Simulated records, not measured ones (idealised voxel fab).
This is a process module. Its name is voxel local oxidation.
For reference, the cross-section in this document is cut, with width 250 nm and square cells of 5 nm.
Cross-section format: a grid of square cells, given as bands from top to bottom; each band is one or more rows of cells.
Heads up on the band format: heights come first, top then bottom, in nm. After that it's the materials left to right, each with its width in nm. A single material flagged "everywhere" fills the whole band edge to edge, and "empty" means there's empty space there.
The level at which height equals 0 is the one under which the wafer, as it arrives, is entirely one material. No lower edge exists for the bottom band, which continues downward and is notated as in "0 nm and below".
Quick explanation for "30..40": the width changes in equal steps down the rows of cells, from the first number in the band's top row to the second number in its bottom row.
Take "remained the same" at face value: in the step it is given for, the cross-section changed in none of its cells.
"Enclosed void list": empty spaces of 8 cells or more with no open way to the top, each given as width x height at distance, distance from the left edge, all in nm.
Where a step's line continues beyond its settings, the continuation is a remark by the simulator itself on that step.
On any step carrying a mask, the "overlay nm" setting, if present on the step's line, tells how far right of its planned place the mask lay; negative values point to the left.

[Here's what the planned process steps look like]
1: RECEIVE: material Si
2: OXIDIZE: depth nm 5
3: CONFORMAL_DEP: material SiN, thk nm 10
4: PATTERN: tone cover, mask id ACTIVE, material resist, width nm 120, thk nm 15, overlay nm 0
5: DIRECTIONAL_ETCH: etch materials SiN, depth nm 10
6: STRIP: etch materials resist
7: SELECTIVE_ETCH: etch materials SiO2, depth nm 5
8: OXIDIZE: depth nm 15
9: STRIP: etch materials SiN

[As-received state of the wafer in cross-section, equivalent to post-step 1]
- 0 nm and below  Si everywhere
- Enclosed void list: none

[Here's the cross-section of the first of our two wafers at the end of the module - it ran as planned]
- 0 nm to -5 nm  70 empty / 110 SiO2 / 70 empty
- -5 nm to -20 nm  85 SiO2 / 80 Si / 85 SiO2
- -20 nm and below  Si everywhere
- Enclosed void list: none

[Second wafer of the two, sectioned at the end of the module. It began like the first and followed the same plan, but one mistake was made while running it]
- 10 nm to 0 nm  65 empty / 120 SiN / 65 empty
- 0 nm to -5 nm  70 empty / 110 SiO2 / 70 empty
- -5 nm to -20 nm  85 SiO2 / 80 Si / 85 SiO2
- -20 nm and below  Si everywhere
- Enclosed void list: none
Against the plan, the run slipped here: with respect to the plan, step 9 was omitted and not executed
The second wafer ends with more or fewer cells of some materials than the first, per final count: SiN: 48 more
